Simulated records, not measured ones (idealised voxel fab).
process module | voxel trench capacitor
cross-section cut | 145 nm wide | cells 5 nm
A cross-section is a grid of square cells, given in bands from the top down. A band is one or more rows of cells.
Each band's line starts with the height of the band's top and of its bottom, in nm. Then come its materials from left to right, each with its width in nm. One material with "throughout" fills the band from edge to edge. "air" is empty space.
Height 0 is the level under which the wafer as received is all one material. The lowest band goes on downwards, as in "0 down".
A width such as "30 to 40" changes by the same amount from each row of cells to the next, from the band's top row to its bottom row.
"no change" after a step means that no cell of the cross-section changed.
closed voids: empty space of 8 cells or more with no open way to the top, each as width x height at its distance from the left edge, in nm
after a step's settings: what the simulator itself notes on the step
overlay nm, on a step with a mask: how far to the right of its planned place the mask lay; to the left if negative
plan
1 op RECEIVE | material Si
2 op CONFORMAL_DEP | material SiN | thk nm 5
3 op DIRECTIONAL_DEP | material aC | thk nm 15
4 op PATTERN | tone open | mask id TRENCH | material resist | width nm 20 | pitch nm 35 | thk nm 35 | overlay nm 0
5 op DIRECTIONAL_ETCH | etch materials aC | depth nm 15
6 op STRIP | etch materials resist
7 op DIRECTIONAL_ETCH | etch materials SiN | depth nm 5
8 op DIRECTIONAL_ETCH | etch materials Si | depth nm 35
9 op STRIP | etch materials aC
10 op CONFORMAL_DEP | material SiO2 | thk nm 5
11 op FILL_DEP | material polySi | thk nm 10
12 op CMP | height nm 5
as received, after step 1
  0 down: Si throughout
  closed voids: none
first wafer at the end, as planned
  5 to 0: SiN 45 | SiO2 5 | polySi 10 | SiO2 5 | SiN 15 | SiO2 5 | polySi 10 | SiO2 5 | SiN 45
  0 to -30: Si 45 | SiO2 5 | polySi 10 | SiO2 5 | Si 15 | SiO2 5 | polySi 10 | SiO2 5 | Si 45
  -30 to -35: Si 45 | SiO2 20 | Si 15 | SiO2 20 | Si 45
  -35 down: Si throughout
  closed voids: none
second wafer at the end: like start, like plan, one mistake
  5 to 0: SiN 45 | SiO2 5 | SiN 10 | SiO2 5 | SiN 15 | SiO2 5 | SiN 10 | SiO2 5 | SiN 45
  0 to -30: Si 45 | SiO2 5 | SiN 10 | SiO2 5 | Si 15 | SiO2 5 | SiN 10 | SiO2 5 | Si 45
  -30 to -35: Si 45 | SiO2 20 | Si 15 | SiO2 20 | Si 45
  -35 down: Si throughout
  closed voids: none
what went wrong: step 11 ran as: op FILL_DEP | material SiN | thk nm 10
at the end the second wafer has, in cells: 28 more of SiN | 28 fewer of polySi
